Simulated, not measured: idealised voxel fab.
process module | voxel trench capacitor
cross-section cut | 245 nm wide | cells 5 nm
A cross-section is a grid of square cells, given in bands from the top down. A band is one or more rows of cells.
Each band's line starts with the height of the band's top and of its bottom, in nm. Then come its materials from left to right, each with its width in nm. One material with "throughout" fills the band from edge to edge. "air" is empty space.
Height 0 is the level under which the wafer as received is all one material. The lowest band goes on downwards, as in "0 down".
A width such as "30 to 40" changes by the same amount from each row of cells to the next, from the band's top row to its bottom row.
"no change" after a step means that no cell of the cross-section changed.
closed voids: empty space of 8 cells or more with no open way to the top, each as width x height at its distance from the left edge, in nm
after a step's settings: what the simulator itself notes on the step
overlay nm, on a step with a mask: how far to the right of its planned place the mask lay; to the left if negative
Each pair below shows a cross-section before one step and the cross-section after it, down to the lowest band that changed. The line under each pair gives the step between them, with its settings. The pairs can come from different runs of this module on the same starting wafer, so a pair continues from the pair above only where its "before" says so.
before
  0 down: Si throughout
  closed voids: none
after
  10 to 0: SiN throughout
  below 0: unchanged
  closed voids: none
the step between: op CONFORMAL_DEP | material SiN | thk nm 10
before: the cross-section after the pair above
after
  30 to 10: resist 55 | air 25 | resist 30 | air 25 | resist 30 | air 25 | resist 55
  below 10: unchanged
  closed voids: none
the step between: op PATTERN | tone open | mask id TRENCH | material resist | width nm 25 | pitch nm 55 | thk nm 20 | overlay nm 0
before: the cross-section after the pair above
after
  30 to 10: resist 55 | air 25 | resist 30 | air 25 | resist 30 | air 25 | resist 55
  10 to 0: SiN 55 | air 25 | SiN 30 | air 25 | SiN 30 | air 25 | SiN 55
  below 0: unchanged
  closed voids: none
the step between: op DIRECTIONAL_ETCH | etch materials SiN | depth nm 10
before: the cross-section after the pair above
after
  30 to 10: resist 55 | air 25 | resist 30 | air 25 | resist 30 | air 25 | resist 55
  10 to 0: SiN 55 | air 25 | SiN 30 | air 25 | SiN 30 | air 25 | SiN 55
  0 to -25: Si 55 | air 25 | Si 30 | air 25 | Si 30 | air 25 | Si 55
  below -25: unchanged
  closed voids: none
the step between: op DIRECTIONAL_ETCH | etch materials Si | depth nm 25
before: the cross-section after the pair above
after
  10 to 0: SiN 55 | air 25 | SiN 30 | air 25 | SiN 30 | air 25 | SiN 55
  below 0: unchanged
  closed voids: none
the step between: op STRIP | etch materials resist
before: the cross-section after the pair above
after
  15 to 10: Al2O3 60 | air 15 | Al2O3 40 | air 15 | Al2O3 40 | air 15 | Al2O3 60
  10 to 0: SiN 55 | Al2O3 5 | air 15 | Al2O3 5 | SiN 30 | Al2O3 5 | air 15 | Al2O3 5 | SiN 30 | Al2O3 5 | air 15 | Al2O3 5 | SiN 55
  0 to -20: Si 55 | Al2O3 5 | air 15 | Al2O3 5 | Si 30 | Al2O3 5 | air 15 | Al2O3 5 | Si 30 | Al2O3 5 | air 15 | Al2O3 5 | Si 55
  -20 to -25: Si 55 | Al2O3 25 | Si 30 | Al2O3 25 | Si 30 | Al2O3 25 | Si 55
  below -25: unchanged
  closed voids: none
the step between: op CONFORMAL_DEP | material Al2O3 | thk nm 5
before: the cross-section after the pair above
after
  20 to 15: TiN 65 | air 5 | TiN 50 | air 5 | TiN 50 | air 5 | TiN 65
  15 to 10: Al2O3 60 | TiN 5 | air 5 | TiN 5 | Al2O3 40 | TiN 5 | air 5 | TiN 5 | Al2O3 40 | TiN 5 | air 5 | TiN 5 | Al2O3 60
  10 to 0: SiN 55 | Al2O3 5 | TiN 5 | air 5 | TiN 5 | Al2O3 5 | SiN 30 | Al2O3 5 | TiN 5 | air 5 | TiN 5 | Al2O3 5 | SiN 30 | Al2O3 5 | TiN 5 | air 5 | TiN 5 | Al2O3 5 | SiN 55
  0 to -15: Si 55 | Al2O3 5 | TiN 5 | air 5 | TiN 5 | Al2O3 5 | Si 30 | Al2O3 5 | TiN 5 | air 5 | TiN 5 | Al2O3 5 | Si 30 | Al2O3 5 | TiN 5 | air 5 | TiN 5 | Al2O3 5 | Si 55
  -15 to -20: Si 55 | Al2O3 5 | TiN 15 | Al2O3 5 | Si 30 | Al2O3 5 | TiN 15 | Al2O3 5 | Si 30 | Al2O3 5 | TiN 15 | Al2O3 5 | Si 55
  below -20: unchanged
  closed voids: none
the step between: op CONFORMAL_DEP | material TiN | thk nm 5
before: the cross-section after the pair above
after
  30 to 20: W throughout
  20 to 15: TiN 65 | W 5 | TiN 50 | W 5 | TiN 50 | W 5 | TiN 65
  15 to 10: Al2O3 60 | TiN 5 | W 5 | TiN 5 | Al2O3 40 | TiN 5 | W 5 | TiN 5 | Al2O3 40 | TiN 5 | W 5 | TiN 5 | Al2O3 60
  10 to 0: SiN 55 | Al2O3 5 | TiN 5 | W 5 | TiN 5 | Al2O3 5 | SiN 30 | Al2O3 5 | TiN 5 | W 5 | TiN 5 | Al2O3 5 | SiN 30 | Al2O3 5 | TiN 5 | W 5 | TiN 5 | Al2O3 5 | SiN 55
  0 to -15: Si 55 | Al2O3 5 | TiN 5 | W 5 | TiN 5 | Al2O3 5 | Si 30 | Al2O3 5 | TiN 5 | W 5 | TiN 5 | Al2O3 5 | Si 30 | Al2O3 5 | TiN 5 | W 5 | TiN 5 | Al2O3 5 | Si 55
  below -15: unchanged
  closed voids: none
the step between: op FILL_DEP | material W | thk nm 10
before: the cross-section after the pair above
after
  10 to 0: SiN 55 | Al2O3 5 | TiN 5 | W 5 | TiN 5 | Al2O3 5 | SiN 30 | Al2O3 5 | TiN 5 | W 5 | TiN 5 | Al2O3 5 | SiN 30 | Al2O3 5 | TiN 5 | W 5 | TiN 5 | Al2O3 5 | SiN 55
  below 0: unchanged
  closed voids: none
the step between: op CMP | height nm 10
before
  30 to 10: resist 55 | air 25 | resist 30 | air 25 | resist 30 | air 25 | resist 55
  10 to 0: SiN 55 | air 25 | SiN 30 | air 25 | SiN 30 | air 25 | SiN 55
  0 to -25: Si 55 | air 25 | Si 30 | air 25 | Si 30 | air 25 | Si 55
  -25 down: Si throughout
  closed voids: none
after
  30 to 10: resist 55 | air 25 | resist 30 | air 25 | resist 30 | air 25 | resist 55
  10 to 0: SiN 55 | air 25 | SiN 30 | air 25 | SiN 30 | air 25 | SiN 55
  0 to -50: Si 55 | air 25 | Si 30 | air 25 | Si 30 | air 25 | Si 55
  below -50: unchanged
  closed voids: none
the step between: op DIRECTIONAL_ETCH | etch materials Si | depth nm 25
before: the cross-section after the pair above
after
  10 to 0: SiN 55 | air 25 | SiN 30 | air 25 | SiN 30 | air 25 | SiN 55
  below 0: unchanged
  closed voids: none
the step between: op STRIP | etch materials resist
before: the cross-section after the pair above
after
  15 to 10: Al2O3 60 | air 15 | Al2O3 40 | air 15 | Al2O3 40 | air 15 | Al2O3 60
  10 to 0: SiN 55 | Al2O3 5 | air 15 | Al2O3 5 | SiN 30 | Al2O3 5 | air 15 | Al2O3 5 | SiN 30 | Al2O3 5 | air 15 | Al2O3 5 | SiN 55
  0 to -45: Si 55 | Al2O3 5 | air 15 | Al2O3 5 | Si 30 | Al2O3 5 | air 15 | Al2O3 5 | Si 30 | Al2O3 5 | air 15 | Al2O3 5 | Si 55
  -45 to -50: Si 55 | Al2O3 25 | Si 30 | Al2O3 25 | Si 30 | Al2O3 25 | Si 55
  below -50: unchanged
  closed voids: none
the step between: op CONFORMAL_DEP | material Al2O3 | thk nm 5
before: the cross-section after the pair above
after
  20 to 15: TiN 65 | air 5 | TiN 50 | air 5 | TiN 50 | air 5 | TiN 65
  15 to 10: Al2O3 60 | TiN 5 | air 5 | TiN 5 | Al2O3 40 | TiN 5 | air 5 | TiN 5 | Al2O3 40 | TiN 5 | air 5 | TiN 5 | Al2O3 60
  10 to 0: SiN 55 | Al2O3 5 | TiN 5 | air 5 | TiN 5 | Al2O3 5 | SiN 30 | Al2O3 5 | TiN 5 | air 5 | TiN 5 | Al2O3 5 | SiN 30 | Al2O3 5 | TiN 5 | air 5 | TiN 5 | Al2O3 5 | SiN 55
  0 to -40: Si 55 | Al2O3 5 | TiN 5 | air 5 | TiN 5 | Al2O3 5 | Si 30 | Al2O3 5 | TiN 5 | air 5 | TiN 5 | Al2O3 5 | Si 30 | Al2O3 5 | TiN 5 | air 5 | TiN 5 | Al2O3 5 | Si 55
  -40 to -45: Si 55 | Al2O3 5 | TiN 15 | Al2O3 5 | Si 30 | Al2O3 5 | TiN 15 | Al2O3 5 | Si 30 | Al2O3 5 | TiN 15 | Al2O3 5 | Si 55
  below -45: unchanged
  closed voids: none
the step between: op CONFORMAL_DEP | material TiN | thk nm 5
before: the cross-section after the pair above
after
  30 to 20: W throughout
  20 to 15: TiN 65 | W 5 | TiN 50 | W 5 | TiN 50 | W 5 | TiN 65
  15 to 10: Al2O3 60 | TiN 5 | W 5 | TiN 5 | Al2O3 40 | TiN 5 | W 5 | TiN 5 | Al2O3 40 | TiN 5 | W 5 | TiN 5 | Al2O3 60
  10 to 0: SiN 55 | Al2O3 5 | TiN 5 | W 5 | TiN 5 | Al2O3 5 | SiN 30 | Al2O3 5 | TiN 5 | W 5 | TiN 5 | Al2O3 5 | SiN 30 | Al2O3 5 | TiN 5 | W 5 | TiN 5 | Al2O3 5 | SiN 55
  0 to -40: Si 55 | Al2O3 5 | TiN 5 | W 5 | TiN 5 | Al2O3 5 | Si 30 | Al2O3 5 | TiN 5 | W 5 | TiN 5 | Al2O3 5 | Si 30 | Al2O3 5 | TiN 5 | W 5 | TiN 5 | Al2O3 5 | Si 55
  below -40: unchanged
  closed voids: none
the step between: op FILL_DEP | material W | thk nm 10
before: the cross-section after the pair above
after
  10 to 0: SiN 55 | Al2O3 5 | TiN 5 | W 5 | TiN 5 | Al2O3 5 | SiN 30 | Al2O3 5 | TiN 5 | W 5 | TiN 5 | Al2O3 5 | SiN 30 | Al2O3 5 | TiN 5 | W 5 | TiN 5 | Al2O3 5 | SiN 55
  below 0: unchanged
  closed voids: none
the step between: op CMP | height nm 10
before
  10 to 0: SiN 55 | air 25 | SiN 30 | air 25 | SiN 30 | air 25 | SiN 55
  0 to -25: Si 55 | air 25 | Si 30 | air 25 | Si 30 | air 25 | Si 55
  -25 down: Si throughout
  closed voids: none
after
  15 to 10: TiN 60 | air 15 | TiN 40 | air 15 | TiN 40 | air 15 | TiN 60
  10 to 0: SiN 55 | TiN 5 | air 15 | TiN 5 | SiN 30 | TiN 5 | air 15 | TiN 5 | SiN 30 | TiN 5 | air 15 | TiN 5 | SiN 55
  0 to -20: Si 55 | TiN 5 | air 15 | TiN 5 | Si 30 | TiN 5 | air 15 | TiN 5 | Si 30 | TiN 5 | air 15 | TiN 5 | Si 55
  -20 to -25: Si 55 | TiN 25 | Si 30 | TiN 25 | Si 30 | TiN 25 | Si 55
  below -25: unchanged
  closed voids: none
the step between: op CONFORMAL_DEP | material TiN | thk nm 5
before: the cross-section after the pair above
after
  20 to 15: Al2O3 65 | air 5 | Al2O3 50 | air 5 | Al2O3 50 | air 5 | Al2O3 65
  15 to 10: TiN 60 | Al2O3 5 | air 5 | Al2O3 5 | TiN 40 | Al2O3 5 | air 5 | Al2O3 5 | TiN 40 | Al2O3 5 | air 5 | Al2O3 5 | TiN 60
  10 to 0: SiN 55 | TiN 5 | Al2O3 5 | air 5 | Al2O3 5 | TiN 5 | SiN 30 | TiN 5 | Al2O3 5 | air 5 | Al2O3 5 | TiN 5 | SiN 30 | TiN 5 | Al2O3 5 | air 5 | Al2O3 5 | TiN 5 | SiN 55
  0 to -15: Si 55 | TiN 5 | Al2O3 5 | air 5 | Al2O3 5 | TiN 5 | Si 30 | TiN 5 | Al2O3 5 | air 5 | Al2O3 5 | TiN 5 | Si 30 | TiN 5 | Al2O3 5 | air 5 | Al2O3 5 | TiN 5 | Si 55
  -15 to -20: Si 55 | TiN 5 | Al2O3 15 | TiN 5 | Si 30 | TiN 5 | Al2O3 15 | TiN 5 | Si 30 | TiN 5 | Al2O3 15 | TiN 5 | Si 55
  below -20: unchanged
  closed voids: none
the step between: op CONFORMAL_DEP | material Al2O3 | thk nm 5
before: the cross-section after the pair above
after
  30 to 20: W throughout
  20 to 15: Al2O3 65 | W 5 | Al2O3 50 | W 5 | Al2O3 50 | W 5 | Al2O3 65
  15 to 10: TiN 60 | Al2O3 5 | W 5 | Al2O3 5 | TiN 40 | Al2O3 5 | W 5 | Al2O3 5 | TiN 40 | Al2O3 5 | W 5 | Al2O3 5 | TiN 60
  10 to 0: SiN 55 | TiN 5 | Al2O3 5 | W 5 | Al2O3 5 | TiN 5 | SiN 30 | TiN 5 | Al2O3 5 | W 5 | Al2O3 5 | TiN 5 | SiN 30 | TiN 5 | Al2O3 5 | W 5 | Al2O3 5 | TiN 5 | SiN 55
  0 to -15: Si 55 | TiN 5 | Al2O3 5 | W 5 | Al2O3 5 | TiN 5 | Si 30 | TiN 5 | Al2O3 5 | W 5 | Al2O3 5 | TiN 5 | Si 30 | TiN 5 | Al2O3 5 | W 5 | Al2O3 5 | TiN 5 | Si 55
  below -15: unchanged
  closed voids: none
the step between: op FILL_DEP | material W | thk nm 10
before: the cross-section after the pair above
after
  10 to 0: SiN 55 | TiN 5 | Al2O3 5 | W 5 | Al2O3 5 | TiN 5 | SiN 30 | TiN 5 | Al2O3 5 | W 5 | Al2O3 5 | TiN 5 | SiN 30 | TiN 5 | Al2O3 5 | W 5 | Al2O3 5 | TiN 5 | SiN 55
  below 0: unchanged
  closed voids: none
the step between: op CMP | height nm 10
before
  30 to 20: W throughout
  20 to 15: TiN 65 | W 5 | TiN 50 | W 5 | TiN 50 | W 5 | TiN 65
  15 to 10: Al2O3 60 | TiN 5 | W 5 | TiN 5 | Al2O3 40 | TiN 5 | W 5 | TiN 5 | Al2O3 40 | TiN 5 | W 5 | TiN 5 | Al2O3 60
  10 to 0: SiN 55 | Al2O3 5 | TiN 5 | W 5 | TiN 5 | Al2O3 5 | SiN 30 | Al2O3 5 | TiN 5 | W 5 | TiN 5 | Al2O3 5 | SiN 30 | Al2O3 5 | TiN 5 | W 5 | TiN 5 | Al2O3 5 | SiN 55
  0 to -15: Si 55 | Al2O3 5 | TiN 5 | W 5 | TiN 5 | Al2O3 5 | Si 30 | Al2O3 5 | TiN 5 | W 5 | TiN 5 | Al2O3 5 | Si 30 | Al2O3 5 | TiN 5 | W 5 | TiN 5 | Al2O3 5 | Si 55
  -15 to -20: Si 55 | Al2O3 5 | TiN 15 | Al2O3 5 | Si 30 | Al2O3 5 | TiN 15 | Al2O3 5 | Si 30 | Al2O3 5 | TiN 15 | Al2O3 5 | Si 55
  -20 to -25: Si 55 | Al2O3 25 | Si 30 | Al2O3 25 | Si 30 | Al2O3 25 | Si 55
  -25 down: Si throughout
  closed voids: none
after
  0 to -15: Si 55 | Al2O3 5 | TiN 5 | W 5 | TiN 5 | Al2O3 5 | Si 30 | Al2O3 5 | TiN 5 | W 5 | TiN 5 | Al2O3 5 | Si 30 | Al2O3 5 | TiN 5 | W 5 | TiN 5 | Al2O3 5 | Si 55
  below -15: unchanged
  closed voids: none
the step between: op CMP | height nm 0
before
  10 to 0: SiN throughout
  0 down: Si throughout
  closed voids: none
after
  30 to 10: resist 60 | air 15 | resist 40 | air 15 | resist 40 | air 15 | resist 60
  below 10: unchanged
  closed voids: none
the step between: op PATTERN | tone open | mask id TRENCH | material resist | width nm 15 | pitch nm 55 | thk nm 20 | overlay nm 0
before: the cross-section after the pair above
after
  30 to 10: resist 60 | air 15 | resist 40 | air 15 | resist 40 | air 15 | resist 60
  10 to 0: SiN 60 | air 15 | SiN 40 | air 15 | SiN 40 | air 15 | SiN 60
  below 0: unchanged
  closed voids: none
the step between: op DIRECTIONAL_ETCH | etch materials SiN | depth nm 10
before: the cross-section after the pair above
after
  30 to 10: resist 60 | air 15 | resist 40 | air 15 | resist 40 | air 15 | resist 60
  10 to 0: SiN 60 | air 15 | SiN 40 | air 15 | SiN 40 | air 15 | SiN 60
  0 to -25: Si 60 | air 15 | Si 40 | air 15 | Si 40 | air 15 | Si 60
  below -25: unchanged
  closed voids: none
the step between: op DIRECTIONAL_ETCH | etch materials Si | depth nm 25
before: the cross-section after the pair above
after
  10 to 0: SiN 60 | air 15 | SiN 40 | air 15 | SiN 40 | air 15 | SiN 60
  below 0: unchanged
  closed voids: none
the step between: op STRIP | etch materials resist
before: the cross-section after the pair above
after
  15 to 10: Al2O3 65 | air 5 | Al2O3 50 | air 5 | Al2O3 50 | air 5 | Al2O3 65
  10 to 0: SiN 60 | Al2O3 5 | air 5 | Al2O3 5 | SiN 40 | Al2O3 5 | air 5 | Al2O3 5 | SiN 40 | Al2O3 5 | air 5 | Al2O3 5 | SiN 60
  0 to -20: Si 60 | Al2O3 5 | air 5 | Al2O3 5 | Si 40 | Al2O3 5 | air 5 | Al2O3 5 | Si 40 | Al2O3 5 | air 5 | Al2O3 5 | Si 60
  -20 to -25: Si 60 | Al2O3 15 | Si 40 | Al2O3 15 | Si 40 | Al2O3 15 | Si 60
  below -25: unchanged
  closed voids: none
the step between: op CONFORMAL_DEP | material Al2O3 | thk nm 5
before: the cross-section after the pair above
after
  20 to 15: TiN throughout
  15 to 10: Al2O3 65 | TiN 5 | Al2O3 50 | TiN 5 | Al2O3 50 | TiN 5 | Al2O3 65
  10 to 0: SiN 60 | Al2O3 5 | TiN 5 | Al2O3 5 | SiN 40 | Al2O3 5 | TiN 5 | Al2O3 5 | SiN 40 | Al2O3 5 | TiN 5 | Al2O3 5 | SiN 60
  0 to -20: Si 60 | Al2O3 5 | TiN 5 | Al2O3 5 | Si 40 | Al2O3 5 | TiN 5 | Al2O3 5 | Si 40 | Al2O3 5 | TiN 5 | Al2O3 5 | Si 60
  below -20: unchanged
  closed voids: none
the step between: op CONFORMAL_DEP | material TiN | thk nm 5
before: the cross-section after the pair above
after
  30 to 20: W throughout
  below 20: unchanged
  closed voids: none
the step between: op FILL_DEP | material W | thk nm 10
before: the cross-section after the pair above
after
  10 to 0: SiN 60 | Al2O3 5 | TiN 5 | Al2O3 5 | SiN 40 | Al2O3 5 | TiN 5 | Al2O3 5 | SiN 40 | Al2O3 5 | TiN 5 | Al2O3 5 | SiN 60
  below 0: unchanged
  closed voids: none
the step between: op CMP | height nm 10
before
  10 to 0: SiN throughout
  0 down: Si throughout
  closed voids: none
after
  30 to 10: resist 60 | air 25 | resist 30 | air 25 | resist 30 | air 25 | resist 50
  below 10: unchanged
  closed voids: none
the step between: op PATTERN | tone open | mask id TRENCH | material resist | width nm 25 | pitch nm 55 | thk nm 20 | overlay nm 5
before: the cross-section after the pair above
after
  30 to 10: resist 60 | air 25 | resist 30 | air 25 | resist 30 | air 25 | resist 50
  10 to 0: SiN 60 | air 25 | SiN 30 | air 25 | SiN 30 | air 25 | SiN 50
  below 0: unchanged
  closed voids: none
the step between: op DIRECTIONAL_ETCH | etch materials SiN | depth nm 10
before: the cross-section after the pair above
after
  30 to 10: resist 60 | air 25 | resist 30 | air 25 | resist 30 | air 25 | resist 50
  10 to 0: SiN 60 | air 25 | SiN 30 | air 25 | SiN 30 | air 25 | SiN 50
  0 to -25: Si 60 | air 25 | Si 30 | air 25 | Si 30 | air 25 | Si 50
  below -25: unchanged
  closed voids: none
the step between: op DIRECTIONAL_ETCH | etch materials Si | depth nm 25
before: the cross-section after the pair above
after
  10 to 0: SiN 60 | air 25 | SiN 30 | air 25 | SiN 30 | air 25 | SiN 50
  below 0: unchanged
  closed voids: none
the step between: op STRIP | etch materials resist
before: the cross-section after the pair above
after
  15 to 10: Al2O3 65 | air 15 | Al2O3 40 | air 15 | Al2O3 40 | air 15 | Al2O3 55
  10 to 0: SiN 60 | Al2O3 5 | air 15 | Al2O3 5 | SiN 30 | Al2O3 5 | air 15 | Al2O3 5 | SiN 30 | Al2O3 5 | air 15 | Al2O3 5 | SiN 50
  0 to -20: Si 60 | Al2O3 5 | air 15 | Al2O3 5 | Si 30 | Al2O3 5 | air 15 | Al2O3 5 | Si 30 | Al2O3 5 | air 15 | Al2O3 5 | Si 50
  -20 to -25: Si 60 | Al2O3 25 | Si 30 | Al2O3 25 | Si 30 | Al2O3 25 | Si 50
  below -25: unchanged
  closed voids: none
the step between: op CONFORMAL_DEP | material Al2O3 | thk nm 5
before: the cross-section after the pair above
after
  20 to 15: TiN 70 | air 5 | TiN 50 | air 5 | TiN 50 | air 5 | TiN 60
  15 to 10: Al2O3 65 | TiN 5 | air 5 | TiN 5 | Al2O3 40 | TiN 5 | air 5 | TiN 5 | Al2O3 40 | TiN 5 | air 5 | TiN 5 | Al2O3 55
  10 to 0: SiN 60 | Al2O3 5 | TiN 5 | air 5 | TiN 5 | Al2O3 5 | SiN 30 | Al2O3 5 | TiN 5 | air 5 | TiN 5 | Al2O3 5 | SiN 30 | Al2O3 5 | TiN 5 | air 5 | TiN 5 | Al2O3 5 | SiN 50
  0 to -15: Si 60 | Al2O3 5 | TiN 5 | air 5 | TiN 5 | Al2O3 5 | Si 30 | Al2O3 5 | TiN 5 | air 5 | TiN 5 | Al2O3 5 | Si 30 | Al2O3 5 | TiN 5 | air 5 | TiN 5 | Al2O3 5 | Si 50
  -15 to -20: Si 60 | Al2O3 5 | TiN 15 | Al2O3 5 | Si 30 | Al2O3 5 | TiN 15 | Al2O3 5 | Si 30 | Al2O3 5 | TiN 15 | Al2O3 5 | Si 50
  below -20: unchanged
  closed voids: none
the step between: op CONFORMAL_DEP | material TiN | thk nm 5
before: the cross-section after the pair above
after
  30 to 20: W throughout
  20 to 15: TiN 70 | W 5 | TiN 50 | W 5 | TiN 50 | W 5 | TiN 60
  15 to 10: Al2O3 65 | TiN 5 | W 5 | TiN 5 | Al2O3 40 | TiN 5 | W 5 | TiN 5 | Al2O3 40 | TiN 5 | W 5 | TiN 5 | Al2O3 55
  10 to 0: SiN 60 | Al2O3 5 | TiN 5 | W 5 | TiN 5 | Al2O3 5 | SiN 30 | Al2O3 5 | TiN 5 | W 5 | TiN 5 | Al2O3 5 | SiN 30 | Al2O3 5 | TiN 5 | W 5 | TiN 5 | Al2O3 5 | SiN 50
  0 to -15: Si 60 | Al2O3 5 | TiN 5 | W 5 | TiN 5 | Al2O3 5 | Si 30 | Al2O3 5 | TiN 5 | W 5 | TiN 5 | Al2O3 5 | Si 30 | Al2O3 5 | TiN 5 | W 5 | TiN 5 | Al2O3 5 | Si 50
  below -15: unchanged
  closed voids: none
the step between: op FILL_DEP | material W | thk nm 10
before: the cross-section after the pair above
after
  10 to 0: SiN 60 | Al2O3 5 | TiN 5 | W 5 | TiN 5 | Al2O3 5 | SiN 30 | Al2O3 5 | TiN 5 | W 5 | TiN 5 | Al2O3 5 | SiN 30 | Al2O3 5 | TiN 5 | W 5 | TiN 5 | Al2O3 5 | SiN 50
  below 0: unchanged
  closed voids: none
the step between: op CMP | height nm 10
before
  0 down: Si throughout
  closed voids: none
after
  10 to 0: Al2O3 throughout
  below 0: unchanged
  closed voids: none
the step between: op CONFORMAL_DEP | material Al2O3 | thk nm 10
before: the cross-section after the pair above
after
  30 to 10: resist 55 | air 25 | resist 30 | air 25 | resist 30 | air 25 | resist 55
  below 10: unchanged
  closed voids: none
the step between: op PATTERN | tone open | mask id TRENCH | material resist | width nm 25 | pitch nm 55 | thk nm 20 | overlay nm 0
before: the cross-section after the pair above
after
  10 to 0: Al2O3 throughout
  below 0: unchanged
  closed voids: none
the step between: op STRIP | etch materials resist
before: the cross-section after the pair above
after
  15 to 0: Al2O3 throughout
  below 0: unchanged
  closed voids: none
the step between: op CONFORMAL_DEP | material Al2O3 | thk nm 5
before: the cross-section after the pair above
after
  20 to 15: TiN throughout
  below 15: unchanged
  closed voids: none
the step between: op CONFORMAL_DEP | material TiN | thk nm 5
before: the cross-section after the pair above
after
  30 to 20: W throughout
  below 20: unchanged
  closed voids: none
the step between: op FILL_DEP | material W | thk nm 10
before: the cross-section after the pair above
after
  10 to 0: Al2O3 throughout
  below 0: unchanged
  closed voids: none
the step between: op CMP | height nm 10
before
  10 to 0: SiN throughout
  0 down: Si throughout
  closed voids: none
after
  30 to 10: air 55 | resist 25 | air 30 | resist 25 | air 30 | resist 25 | air 55
  below 10: unchanged
  closed voids: none
the step between: op PATTERN | tone cover | mask id TRENCH | material resist | width nm 25 | pitch nm 55 | thk nm 20 | overlay nm 0
before: the cross-section after the pair above
after
  30 to 10: air 55 | resist 25 | air 30 | resist 25 | air 30 | resist 25 | air 55
  10 to 0: air 55 | SiN 25 | air 30 | SiN 25 | air 30 | SiN 25 | air 55
  below 0: unchanged
  closed voids: none
the step between: op DIRECTIONAL_ETCH | etch materials SiN | depth nm 10
before: the cross-section after the pair above
after
  30 to 10: air 55 | resist 25 | air 30 | resist 25 | air 30 | resist 25 | air 55
  10 to 0: air 55 | SiN 25 | air 30 | SiN 25 | air 30 | SiN 25 | air 55
  0 to -25: air 55 | Si 25 | air 30 | Si 25 | air 30 | Si 25 | air 55
  below -25: unchanged
  closed voids: none
the step between: op DIRECTIONAL_ETCH | etch materials Si | depth nm 25
before: the cross-section after the pair above
after
  10 to 0: air 55 | SiN 25 | air 30 | SiN 25 | air 30 | SiN 25 | air 55
  below 0: unchanged
  closed voids: none
the step between: op STRIP | etch materials resist
before: the cross-section after the pair above
after
  15 to 10: air 50 | Al2O3 35 | air 20 | Al2O3 35 | air 20 | Al2O3 35 | air 50
  10 to 0: air 50 | Al2O3 5 | SiN 25 | Al2O3 5 | air 20 | Al2O3 5 | SiN 25 | Al2O3 5 | air 20 | Al2O3 5 | SiN 25 | Al2O3 5 | air 50
  0 to -20: air 50 | Al2O3 5 | Si 25 | Al2O3 5 | air 20 | Al2O3 5 | Si 25 | Al2O3 5 | air 20 | Al2O3 5 | Si 25 | Al2O3 5 | air 50
  -20 to -25: Al2O3 55 | Si 25 | Al2O3 30 | Si 25 | Al2O3 30 | Si 25 | Al2O3 55
  below -25: unchanged
  closed voids: none
the step between: op CONFORMAL_DEP | material Al2O3 | thk nm 5
before: the cross-section after the pair above
after
  20 to 15: air 45 | TiN 45 | air 10 | TiN 45 | air 10 | TiN 45 | air 45
  15 to 10: air 45 | TiN 5 | Al2O3 35 | TiN 5 | air 10 | TiN 5 | Al2O3 35 | TiN 5 | air 10 | TiN 5 | Al2O3 35 | TiN 5 | air 45
  10 to 0: air 45 | TiN 5 | Al2O3 5 | SiN 25 | Al2O3 5 | TiN 5 | air 10 | TiN 5 | Al2O3 5 | SiN 25 | Al2O3 5 | TiN 5 | air 10 | TiN 5 | Al2O3 5 | SiN 25 | Al2O3 5 | TiN 5 | air 45
  0 to -15: air 45 | TiN 5 | Al2O3 5 | Si 25 | Al2O3 5 | TiN 5 | air 10 | TiN 5 | Al2O3 5 | Si 25 | Al2O3 5 | TiN 5 | air 10 | TiN 5 | Al2O3 5 | Si 25 | Al2O3 5 | TiN 5 | air 45
  -15 to -20: TiN 50 | Al2O3 5 | Si 25 | Al2O3 5 | TiN 20 | Al2O3 5 | Si 25 | Al2O3 5 | TiN 20 | Al2O3 5 | Si 25 | Al2O3 5 | TiN 50
  below -20: unchanged
  closed voids: none
the step between: op CONFORMAL_DEP | material TiN | thk nm 5
before: the cross-section after the pair above
after
  30 to 20: W throughout
  20 to 15: W 45 | TiN 45 | W 10 | TiN 45 | W 10 | TiN 45 | W 45
  15 to 10: W 45 | TiN 5 | Al2O3 35 | TiN 5 | W 10 | TiN 5 | Al2O3 35 | TiN 5 | W 10 | TiN 5 | Al2O3 35 | TiN 5 | W 45
  10 to 0: W 45 | TiN 5 | Al2O3 5 | SiN 25 | Al2O3 5 | TiN 5 | W 10 | TiN 5 | Al2O3 5 | SiN 25 | Al2O3 5 | TiN 5 | W 10 | TiN 5 | Al2O3 5 | SiN 25 | Al2O3 5 | TiN 5 | W 45
  0 to -15: W 45 | TiN 5 | Al2O3 5 | Si 25 | Al2O3 5 | TiN 5 | W 10 | TiN 5 | Al2O3 5 | Si 25 | Al2O3 5 | TiN 5 | W 10 | TiN 5 | Al2O3 5 | Si 25 | Al2O3 5 | TiN 5 | W 45
  below -15: unchanged
  closed voids: none
the step between: op FILL_DEP | material W | thk nm 10
before: the cross-section after the pair above
after
  10 to 0: W 45 | TiN 5 | Al2O3 5 | SiN 25 | Al2O3 5 | TiN 5 | W 10 | TiN 5 | Al2O3 5 | SiN 25 | Al2O3 5 | TiN 5 | W 10 | TiN 5 | Al2O3 5 | SiN 25 | Al2O3 5 | TiN 5 | W 45
  below 0: unchanged
  closed voids: none
the step between: op CMP | height nm 10
